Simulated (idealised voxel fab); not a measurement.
This is a process module. Its name is voxel capacitor over wiring.
Square cells of 5 nm make up the cross-section cut, whose width is 235 nm.
In this document a cross-section is written as a grid of square cells. It is given as a series of bands, listed from the top down, and a band is one or more rows of cells.
In this notation a band is specified by the heights of its top and bottom, in that order and in nm, after which its materials appear from left to right, each paired with its width in nm. The word "all across" attached to a single material means that material fills the band from edge to edge; the word "empty" stands for empty space.
Height reference: 0 = level under which incoming wafer is all one material. Lowest band: no bottom, runs on downward, e.g. "0 -> down".
Read "30..40" as a graded width: first number on top, second number at the bottom, same change between each pair of neighbouring rows.
Take "remains unaltered" at face value: in the step it is given for, the cross-section changed in none of its cells.
"Trapped cavities" - sealed voids, min. 8 cells, no opening to top; format: width x height at distance (distance from left edge; nm throughout).
On a step's line, text after the settings is the simulator commenting on that step.
The setting "overlay nm" may be written on the line of a step. When the step uses a mask, the value reports how far to the right of the planned place the mask lay, and a negative value reports that it lay to the left.

THIS SECTION LISTS THE PROCESS STEPS THAT WERE PLANNED
- 1: op RECEIVE | material Si
- 2: op CONFORMAL_DEP | material SiO2 | thk nm 15
- 3: op DIRECTIONAL_DEP | material TiN | thk nm 5
- 4: op DIRECTIONAL_DEP | material W | thk nm 20
- 5: op MASKED_ETCH | tone cover | mask id METAL_1 | width nm 25 | pitch nm 95 | etch materials W | depth nm 20 | overlay nm 0
- 6: op MASKED_ETCH | tone cover | mask id METAL_1 | width nm 25 | pitch nm 95 | etch materials TiN | depth nm 5 | overlay nm 0
- 7: op CONFORMAL_DEP | material SiN | thk nm 5
- 8: op FILL_DEP | material lowk | thk nm 5
- 9: op CMP | height nm 40
- 10: op CONFORMAL_DEP | material SiCN | thk nm 5
- 11: op DIRECTIONAL_DEP | material SiO2 | thk nm 20
- 12: op MASKED_ETCH | tone open | mask id PLUG_1 | width nm 15 | etch materials SiO2 | depth nm 20 | overlay nm 0
- 13: op MASKED_ETCH | tone open | mask id PLUG_1 | width nm 15 | etch materials SiCN | depth nm 5 | overlay nm 0
- 14: op EPI | material Ru | thk nm 10
- 15: op EPI | material Ru | thk nm 10
- 16: op EPI | material Ru | thk nm 5
- 17: op DIRECTIONAL_DEP | material TiN | thk nm 10
- 18: op DIRECTIONAL_DEP | material Al2O3 | thk nm 5
- 19: op DIRECTIONAL_DEP | material TiN | thk nm 10
- 20: op DIRECTIONAL_DEP | material aC | thk nm 15
- 21: op PATTERN | tone cover | mask id UPPER_PLATE | material resist | width nm 75 | thk nm 35 | overlay nm 0
- 22: op DIRECTIONAL_ETCH | etch materials aC | depth nm 15
- 23: op STRIP | etch materials resist
- 24: op DIRECTIONAL_ETCH | etch materials TiN | depth nm 10
- 25: op DIRECTIONAL_ETCH | etch materials Al2O3 | depth nm 5
- 26: op STRIP | etch materials aC
- 27: op MASKED_ETCH | tone cover | mask id LOWER_PLATE | width nm 85 | etch materials TiN | depth nm 10 | overlay nm 0
- 28: op FILL_DEP | material SiO2 | thk nm 15
- 29: op CMP | height nm 100
- 30: op DIRECTIONAL_DEP | material aC | thk nm 10
- 31: op PATTERN | tone open | mask id PLUG_2 | material resist | width nm 15 | thk nm 25 | overlay nm 0
- 32: op DIRECTIONAL_ETCH | etch materials aC | depth nm 10
- 33: op STRIP | etch materials resist
- 34: op DIRECTIONAL_ETCH | etch materials SiO2 | depth nm 10
- 35: op STRIP | etch materials aC
- 36: op CONFORMAL_DEP | material TiN | thk nm 5
- 37: op FILL_DEP | material Ru | thk nm 10
- 38: op CMP | height nm 100
- 39: op CONFORMAL_DEP | material SiN | thk nm 5

RECEIVED-STATE CROSS-SECTION, REFLECTING COMPLETION OF STEP 1
* 0 -> down  Si all across
* Trapped cavities: none

RESULT OF THE MODULE, CROSS-SECTIONED: START PER ABOVE, PLAN PER ABOVE, ONE ERROR IN HOW IT WAS RUN
* 105 -> 100  SiN all across
* 100 -> 95  SiO2 (75), then TiN (5), then Ru (5), then TiN (5), then SiO2 (145)
* 95 -> 90  SiO2 (75), then TiN (15), then SiO2 (145)
* 90 -> 80  SiO2 (65), then TiN (75), then SiO2 (95)
* 80 -> 75  SiO2 (65), then Al2O3 (75), then SiO2 (95)
* 75 -> 65  SiO2 (60), then TiN (85), then SiO2 (90)
* 65 -> 45  SiO2 (65), then Ru (15), then SiO2 (155)
* 45 -> 40  SiCN (75), then Ru (5), then SiCN (155)
* 40 -> 20  lowk (50), then SiN (5), then W (25), then SiN (5), then lowk (60), then SiN (5), then W (25), then SiN (5), then lowk (55)
* 20 -> 15  SiN (55), then TiN (25), then SiN (70), then TiN (25), then SiN (60)
* 15 -> 0  SiO2 all across
* 0 -> down  Si all across
* Trapped cavities: none
Misprocessing identified: step 13 off recipe, ran as op MASKED_ETCH | tone open | mask id PLUG_1 | width nm 15 | etch materials SiCN | depth nm 5 | overlay nm 10
